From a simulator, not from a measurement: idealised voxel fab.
Module name: voxel quadruple lines (process module)
The cross-section on display is named cut; it measures 215 nm wide, and its cells are 5 nm squares.
Square cells in a grid make up a cross-section in this document, and the grid is given as bands, listed from the top down, each one or more rows of cells.
First you get the band's top height and its bottom height, in nm, and then the materials it's made of, left to right, with each width in nm. If you see a single material with "edge to edge", that one covers the band edge to edge. "blank" is empty space.
It should be noted that heights are counted from 0, beneath which the wafer as supplied is of one material throughout, and that the lowest band possesses no lower boundary but continues downward, as written in "z 0 and below".
The notation "30 to 40" denotes a width that varies across the rows of cells in the band, beginning at the first number in the top row, finishing at the second number in the bottom row, and changing by an identical amount from each row to the next.
For the purposes of this document, the phrase "everything unchanged" attached to a step denotes that no cell within the cross-section was modified by that step.
The entry titled "Entrapped void list" provides the empty spaces that have no open way to the top, restricted to those of 8 cells or more. Each is presented as width x height at distance, the distance being measured from the left edge, with all three in nm.
Whatever follows a step's settings on its line is a remark the simulator itself makes about that step.
overlay nm, on a step with a mask: how far to the right of its planned place the mask lay; to the left if negative
Heads up before you read on: it's before/after pairs around one process step each, after side only down to the lowest band that changed, step plus settings under the pair. Pairs can be from different runs of this module, same starting wafer, so only chain a pair onto the one above if its "Cross-section, before" entry says so.
Cross-section, before
- z 65 to 55 = 100 nm blank, 15 nm resist, 100 nm blank
- z 55 to 35 = 100 nm blank, 15 nm aC, 100 nm blank
- z 35 to 20 = polySi edge to edge
- z 20 to 5 = TiN edge to edge
- z 5 to 0 = Al2O3 edge to edge
- z 0 and below = Si edge to edge
- Entrapped void list: none
Section, Post-Step
- z 55 to 35 = 100 nm blank, 15 nm aC, 100 nm blank
- For the remainder of the cross-section, below 35, there is no change.
- Entrapped void list: none
It is this step that lies between the two cross-sections above: STRIP: etch materials resist
Cross-section, before: starting point is the after cross-section of the pair just above.
Section, Post-Step
- z 65 to 55 = 90 nm blank, 35 nm SiO2, 90 nm blank
- z 55 to 45 = 90 nm blank, 10 nm SiO2, 15 nm aC, 10 nm SiO2, 90 nm blank
- z 45 to 35 = 100 nm SiO2, 15 nm aC, 100 nm SiO2
- For the remainder of the cross-section, below 35, there is no change.
- Entrapped void list: none
It is this step that lies between the two cross-sections above: CONFORMAL_DEP: material SiO2, thk nm 10
Cross-section, before: starting point is the after cross-section of the pair just above.
Section, Post-Step
- z 55 to 35 = 90 nm blank, 10 nm SiO2, 15 nm aC, 10 nm SiO2, 90 nm blank
- For the remainder of the cross-section, below 35, there is no change.
- Entrapped void list: none
It is this step that lies between the two cross-sections above: DIRECTIONAL_ETCH: etch materials SiO2, depth nm 10
Cross-section, before: starting point is the after cross-section of the pair just above.
Section, Post-Step
- z 55 to 35 = 90 nm blank, 10 nm SiO2, 15 nm blank, 10 nm SiO2, 90 nm blank
- For the remainder of the cross-section, below 35, there is no change.
- Entrapped void list: none
It is this step that lies between the two cross-sections above: STRIP: etch materials aC
Cross-section, before: starting point is the after cross-section of the pair just above.
Section, Post-Step
- z 55 to 35 = 90 nm blank, 10 nm SiO2, 15 nm blank, 10 nm SiO2, 90 nm blank
- z 35 to 20 = 90 nm blank, 10 nm polySi, 15 nm blank, 10 nm polySi, 90 nm blank
- For the remainder of the cross-section, below 20, there is no change.
- Entrapped void list: none
It is this step that lies between the two cross-sections above: DIRECTIONAL_ETCH: etch materials polySi, depth nm 15
Cross-section, before: starting point is the after cross-section of the pair just above.
Section, Post-Step
- z 35 to 20 = 90 nm blank, 10 nm polySi, 15 nm blank, 10 nm polySi, 90 nm blank
- For the remainder of the cross-section, below 20, there is no change.
- Entrapped void list: none
It is this step that lies between the two cross-sections above: STRIP: etch materials SiO2
Cross-section, before: starting point is the after cross-section of the pair just above.
Section, Post-Step
- z 40 to 35 = 85 nm blank, 20 nm SiCN, 5 nm blank, 20 nm SiCN, 85 nm blank
- z 35 to 25 = 85 nm blank, 5 nm SiCN, 10 nm polySi, 5 nm SiCN, 5 nm blank, 5 nm SiCN, 10 nm polySi, 5 nm SiCN, 85 nm blank
- z 25 to 20 = 90 nm SiCN, 10 nm polySi, 15 nm SiCN, 10 nm polySi, 90 nm SiCN
- For the remainder of the cross-section, below 20, there is no change.
- Entrapped void list: none
It is this step that lies between the two cross-sections above: CONFORMAL_DEP: material SiCN, thk nm 5
Cross-section, before: starting point is the after cross-section of the pair just above.
Section, Post-Step
- z 35 to 20 = 85 nm blank, 5 nm SiCN, 10 nm polySi, 5 nm SiCN, 5 nm blank, 5 nm SiCN, 10 nm polySi, 5 nm SiCN, 85 nm blank
- For the remainder of the cross-section, below 20, there is no change.
- Entrapped void list: none
It is this step that lies between the two cross-sections above: DIRECTIONAL_ETCH: etch materials SiCN, depth nm 5
Cross-section, before: starting point is the after cross-section of the pair just above.
Section, Post-Step
- z 35 to 20 = 85 nm blank, 5 nm SiCN, 10 nm blank, 5 nm SiCN, 5 nm blank, 5 nm SiCN, 10 nm blank, 5 nm SiCN, 85 nm blank
- For the remainder of the cross-section, below 20, there is no change.
- Entrapped void list: none
It is this step that lies between the two cross-sections above: STRIP: etch materials polySi
Cross-section, before: starting point is the after cross-section of the pair just above.
Section, Post-Step
- z 35 to 20 = 85 nm blank, 5 nm SiCN, 10 nm blank, 5 nm SiCN, 5 nm blank, 5 nm SiCN, 10 nm blank, 5 nm SiCN, 85 nm blank
- z 20 to 5 = 85 nm blank, 5 nm TiN, 10 nm blank, 5 nm TiN, 5 nm blank, 5 nm TiN, 10 nm blank, 5 nm TiN, 85 nm blank
- For the remainder of the cross-section, below 5, there is no change.
- Entrapped void list: none
It is this step that lies between the two cross-sections above: DIRECTIONAL_ETCH: etch materials TiN, depth nm 15
Cross-section, before: starting point is the after cross-section of the pair just above.
Section, Post-Step
- z 20 to 5 = 85 nm blank, 5 nm TiN, 10 nm blank, 5 nm TiN, 5 nm blank, 5 nm TiN, 10 nm blank, 5 nm TiN, 85 nm blank
- For the remainder of the cross-section, below 5, there is no change.
- Entrapped void list: none
It is this step that lies between the two cross-sections above: STRIP: etch materials SiCN
Cross-section, before
- z 55 to 35 = aC edge to edge
- z 35 to 20 = polySi edge to edge
- z 20 to 5 = TiN edge to edge
- z 5 to 0 = Al2O3 edge to edge
- z 0 and below = Si edge to edge
- Entrapped void list: none
Section, Post-Step
- z 85 to 55 = 90 nm blank, 20 nm resist, 105 nm blank
- For the remainder of the cross-section, below 55, there is no change.
- Entrapped void list: none
It is this step that lies between the two cross-sections above: PATTERN: tone cover, mask id MANDREL, material resist, width nm 20, thk nm 30, overlay nm -5
Cross-section, before: starting point is the after cross-section of the pair just above.
Section, Post-Step
- z 65 to 55 = 90 nm blank, 20 nm resist, 105 nm blank
- z 55 to 35 = 90 nm blank, 20 nm aC, 105 nm blank
- For the remainder of the cross-section, below 35, there is no change.
- Entrapped void list: none
It is this step that lies between the two cross-sections above: DIRECTIONAL_ETCH: etch materials aC, depth nm 20
Cross-section, before: starting point is the after cross-section of the pair just above.
Section, Post-Step
- z 55 to 35 = 90 nm blank, 20 nm aC, 105 nm blank
- For the remainder of the cross-section, below 35, there is no change.
- Entrapped void list: none
It is this step that lies between the two cross-sections above: STRIP: etch materials resist
Cross-section, before: starting point is the after cross-section of the pair just above.
Section, Post-Step
- z 65 to 55 = 80 nm blank, 40 nm SiO2, 95 nm blank
- z 55 to 45 = 80 nm blank, 10 nm SiO2, 20 nm aC, 10 nm SiO2, 95 nm blank
- z 45 to 35 = 90 nm SiO2, 20 nm aC, 105 nm SiO2
- For the remainder of the cross-section, below 35, there is no change.
- Entrapped void list: none
It is this step that lies between the two cross-sections above: CONFORMAL_DEP: material SiO2, thk nm 10
Cross-section, before: starting point is the after cross-section of the pair just above.
Section, Post-Step
- z 55 to 35 = 80 nm blank, 10 nm SiO2, 20 nm aC, 10 nm SiO2, 95 nm blank
- For the remainder of the cross-section, below 35, there is no change.
- Entrapped void list: none
It is this step that lies between the two cross-sections above: DIRECTIONAL_ETCH: etch materials SiO2, depth nm 10
Cross-section, before: starting point is the after cross-section of the pair just above.
Section, Post-Step
- z 55 to 35 = 80 nm blank, 10 nm SiO2, 20 nm blank, 10 nm SiO2, 95 nm blank
- For the remainder of the cross-section, below 35, there is no change.
- Entrapped void list: none
It is this step that lies between the two cross-sections above: STRIP: etch materials aC
Cross-section, before: starting point is the after cross-section of the pair just above.
Section, Post-Step
- z 55 to 35 = 80 nm blank, 10 nm SiO2, 20 nm blank, 10 nm SiO2, 95 nm blank
- z 35 to 20 = 80 nm blank, 10 nm polySi, 20 nm blank, 10 nm polySi, 95 nm blank
- For the remainder of the cross-section, below 20, there is no change.
- Entrapped void list: none
It is this step that lies between the two cross-sections above: DIRECTIONAL_ETCH: etch materials polySi, depth nm 15
Cross-section, before: starting point is the after cross-section of the pair just above.
Section, Post-Step
- z 35 to 20 = 80 nm blank, 10 nm polySi, 20 nm blank, 10 nm polySi, 95 nm blank
- For the remainder of the cross-section, below 20, there is no change.
- Entrapped void list: none
It is this step that lies between the two cross-sections above: STRIP: etch materials SiO2
Cross-section, before: starting point is the after cross-section of the pair just above.
Section, Post-Step
- z 40 to 35 = 75 nm blank, 20 nm SiCN, 10 nm blank, 20 nm SiCN, 90 nm blank
- z 35 to 25 = 75 nm blank, 5 nm SiCN, 10 nm polySi, 5 nm SiCN, 10 nm blank, 5 nm SiCN, 10 nm polySi, 5 nm SiCN, 90 nm blank
- z 25 to 20 = 80 nm SiCN, 10 nm polySi, 20 nm SiCN, 10 nm polySi, 95 nm SiCN
- For the remainder of the cross-section, below 20, there is no change.
- Entrapped void list: none
It is this step that lies between the two cross-sections above: CONFORMAL_DEP: material SiCN, thk nm 5
Cross-section, before: starting point is the after cross-section of the pair just above.
Section, Post-Step
- z 35 to 20 = 75 nm blank, 5 nm SiCN, 10 nm polySi, 5 nm SiCN, 10 nm blank, 5 nm SiCN, 10 nm polySi, 5 nm SiCN, 90 nm blank
- For the remainder of the cross-section, below 20, there is no change.
- Entrapped void list: none
It is this step that lies between the two cross-sections above: DIRECTIONAL_ETCH: etch materials SiCN, depth nm 5
Cross-section, before: starting point is the after cross-section of the pair just above.
Section, Post-Step
- z 35 to 20 = 75 nm blank, 5 nm SiCN, 10 nm blank, 5 nm SiCN, 10 nm blank, 5 nm SiCN, 10 nm blank, 5 nm SiCN, 90 nm blank
- For the remainder of the cross-section, below 20, there is no change.
- Entrapped void list: none
It is this step that lies between the two cross-sections above: STRIP: etch materials polySi
Cross-section, before: starting point is the after cross-section of the pair just above.
Section, Post-Step
- z 35 to 20 = 75 nm blank, 5 nm SiCN, 10 nm blank, 5 nm SiCN, 10 nm blank, 5 nm SiCN, 10 nm blank, 5 nm SiCN, 90 nm blank
- z 20 to 5 = 75 nm blank, 5 nm TiN, 10 nm blank, 5 nm TiN, 10 nm blank, 5 nm TiN, 10 nm blank, 5 nm TiN, 90 nm blank
- For the remainder of the cross-section, below 5, there is no change.
- Entrapped void list: none
It is this step that lies between the two cross-sections above: DIRECTIONAL_ETCH: etch materials TiN, depth nm 15
Cross-section, before: starting point is the after cross-section of the pair just above.
Section, Post-Step
- z 20 to 5 = 75 nm blank, 5 nm TiN, 10 nm blank, 5 nm TiN, 10 nm blank, 5 nm TiN, 10 nm blank, 5 nm TiN, 90 nm blank
- For the remainder of the cross-section, below 5, there is no change.
- Entrapped void list: none
It is this step that lies between the two cross-sections above: STRIP: etch materials SiCN
Cross-section, before
- z 35 to 20 = polySi edge to edge
- z 20 to 5 = TiN edge to edge
- z 5 to 0 = Al2O3 edge to edge
- z 0 and below = Si edge to edge
- Entrapped void list: none
Section, Post-Step
- z 55 to 35 = SiCN edge to edge
- For the remainder of the cross-section, below 35, there is no change.
- Entrapped void list: none
It is this step that lies between the two cross-sections above: DIRECTIONAL_DEP: material SiCN, thk nm 20
Cross-section, before: starting point is the after cross-section of the pair just above.
Section, Post-Step
- z 85 to 55 = 95 nm blank, 20 nm resist, 100 nm blank
- For the remainder of the cross-section, below 55, there is no change.
- Entrapped void list: none
It is this step that lies between the two cross-sections above: PATTERN: tone cover, mask id MANDREL, material resist, width nm 20, thk nm 30, overlay nm 0
Cross-section, before: starting point is the after cross-section of the pair just above.
Section, Post-Step
- z 65 to 55 = 95 nm blank, 20 nm resist, 100 nm blank
- For the remainder of the cross-section, below 55, there is no change.
- Entrapped void list: none
It is this step that lies between the two cross-sections above: DIRECTIONAL_ETCH: etch materials aC, depth nm 20
Cross-section, before: starting point is the after cross-section of the pair just above.
Section, Post-Step
- z 55 to 35 = SiCN edge to edge
- For the remainder of the cross-section, below 35, there is no change.
- Entrapped void list: none
It is this step that lies between the two cross-sections above: STRIP: etch materials resist
Cross-section, before: starting point is the after cross-section of the pair just above.
Section, Post-Step
- z 65 to 55 = SiO2 edge to edge
- For the remainder of the cross-section, below 55, there is no change.
- Entrapped void list: none
It is this step that lies between the two cross-sections above: CONFORMAL_DEP: material SiO2, thk nm 10
Cross-section, before: starting point is the after cross-section of the pair just above.
Section, Post-Step
- z 55 to 35 = SiCN edge to edge
- For the remainder of the cross-section, below 35, there is no change.
- Entrapped void list: none
It is this step that lies between the two cross-sections above: DIRECTIONAL_ETCH: etch materials SiO2, depth nm 10
Cross-section, before: starting point is the after cross-section of the pair just above.
Section, Post-Step
- z 60 to 35 = SiCN edge to edge
- For the remainder of the cross-section, below 35, there is no change.
- Entrapped void list: none
It is this step that lies between the two cross-sections above: CONFORMAL_DEP: material SiCN, thk nm 5
Cross-section, before: starting point is the after cross-section of the pair just above.
Section, Post-Step
- z 55 to 35 = SiCN edge to edge
- For the remainder of the cross-section, below 35, there is no change.
- Entrapped void list: none
It is this step that lies between the two cross-sections above: DIRECTIONAL_ETCH: etch materials SiCN, depth nm 5
Cross-section, before: starting point is the after cross-section of the pair just above.
Section, Post-Step
- z 35 to 20 = polySi edge to edge
- For the remainder of the cross-section, below 20, there is no change.
- Entrapped void list: none
It is this step that lies between the two cross-sections above: STRIP: etch materials SiCN
Cross-section, before
- z 55 to 35 = aC edge to edge
- z 35 to 20 = polySi edge to edge
- z 20 to 5 = TiN edge to edge
- z 5 to 0 = Al2O3 edge to edge
- z 0 and below = Si edge to edge
- Entrapped void list: none
Section, Post-Step
- z 85 to 55 = 95 nm resist, 20 nm blank, 100 nm resist
- For the remainder of the cross-section, below 55, there is no change.
- Entrapped void list: none
It is this step that lies between the two cross-sections above: PATTERN: tone open, mask id MANDREL, material resist, width nm 20, thk nm 30, overlay nm 0
Cross-section, before: starting point is the after cross-section of the pair just above.
Section, Post-Step
- z 65 to 55 = 95 nm resist, 20 nm blank, 100 nm resist
- z 55 to 35 = 95 nm aC, 20 nm blank, 100 nm aC
- For the remainder of the cross-section, below 35, there is no change.
- Entrapped void list: none
It is this step that lies between the two cross-sections above: DIRECTIONAL_ETCH: etch materials aC, depth nm 20
Cross-section, before: starting point is the after cross-section of the pair just above.
Section, Post-Step
- z 55 to 35 = 95 nm aC, 20 nm blank, 100 nm aC
- For the remainder of the cross-section, below 35, there is no change.
- Entrapped void list: none
It is this step that lies between the two cross-sections above: STRIP: etch materials resist
Cross-section, before: starting point is the after cross-section of the pair just above.
Section, Post-Step
- z 65 to 55 = SiO2 edge to edge
- z 55 to 35 = 95 nm aC, 20 nm SiO2, 100 nm aC
- For the remainder of the cross-section, below 35, there is no change.
- Entrapped void list: none
It is this step that lies between the two cross-sections above: CONFORMAL_DEP: material SiO2, thk nm 10
Cross-section, before: starting point is the after cross-section of the pair just above.
Section, Post-Step
- z 55 to 35 = 95 nm aC, 20 nm SiO2, 100 nm aC
- For the remainder of the cross-section, below 35, there is no change.
- Entrapped void list: none
It is this step that lies between the two cross-sections above: DIRECTIONAL_ETCH: etch materials SiO2, depth nm 10
Cross-section, before: starting point is the after cross-section of the pair just above.
Section, Post-Step
- z 55 to 35 = 95 nm blank, 20 nm SiO2, 100 nm blank
- For the remainder of the cross-section, below 35, there is no change.
- Entrapped void list: none
It is this step that lies between the two cross-sections above: STRIP: etch materials aC
Cross-section, before: starting point is the after cross-section of the pair just above.
Section, Post-Step
- z 55 to 35 = 95 nm blank, 20 nm SiO2, 100 nm blank
- z 35 to 20 = 95 nm blank, 20 nm polySi, 100 nm blank
- For the remainder of the cross-section, below 20, there is no change.
- Entrapped void list: none
It is this step that lies between the two cross-sections above: DIRECTIONAL_ETCH: etch materials polySi, depth nm 15
Cross-section, before: starting point is the after cross-section of the pair just above.
Section, Post-Step
- z 35 to 20 = 95 nm blank, 20 nm polySi, 100 nm blank
- For the remainder of the cross-section, below 20, there is no change.
- Entrapped void list: none
It is this step that lies between the two cross-sections above: STRIP: etch materials SiO2
Cross-section, before: starting point is the after cross-section of the pair just above.
Section, Post-Step
- z 40 to 35 = 90 nm blank, 30 nm SiCN, 95 nm blank
- z 35 to 25 = 90 nm blank, 5 nm SiCN, 20 nm polySi, 5 nm SiCN, 95 nm blank
- z 25 to 20 = 95 nm SiCN, 20 nm polySi, 100 nm SiCN
- For the remainder of the cross-section, below 20, there is no change.
- Entrapped void list: none
It is this step that lies between the two cross-sections above: CONFORMAL_DEP: material SiCN, thk nm 5
Cross-section, before: starting point is the after cross-section of the pair just above.
Section, Post-Step
- z 35 to 20 = 90 nm blank, 5 nm SiCN, 20 nm polySi, 5 nm SiCN, 95 nm blank
- For the remainder of the cross-section, below 20, there is no change.
- Entrapped void list: none
It is this step that lies between the two cross-sections above: DIRECTIONAL_ETCH: etch materials SiCN, depth nm 5
Cross-section, before: starting point is the after cross-section of the pair just above.
Section, Post-Step
- z 35 to 20 = 90 nm blank, 5 nm SiCN, 20 nm blank, 5 nm SiCN, 95 nm blank
- For the remainder of the cross-section, below 20, there is no change.
- Entrapped void list: none
It is this step that lies between the two cross-sections above: STRIP: etch materials polySi
Cross-section, before: starting point is the after cross-section of the pair just above.
Section, Post-Step
- z 35 to 20 = 90 nm blank, 5 nm SiCN, 20 nm blank, 5 nm SiCN, 95 nm blank
- z 20 to 5 = 90 nm blank, 5 nm TiN, 20 nm blank, 5 nm TiN, 95 nm blank
- For the remainder of the cross-section, below 5, there is no change.
- Entrapped void list: none
It is this step that lies between the two cross-sections above: DIRECTIONAL_ETCH: etch materials TiN, depth nm 15
Cross-section, before: starting point is the after cross-section of the pair just above.
Section, Post-Step
- z 20 to 5 = 90 nm blank, 5 nm TiN, 20 nm blank, 5 nm TiN, 95 nm blank
- For the remainder of the cross-section, below 5, there is no change.
- Entrapped void list: none
It is this step that lies between the two cross-sections above: STRIP: etch materials SiCN
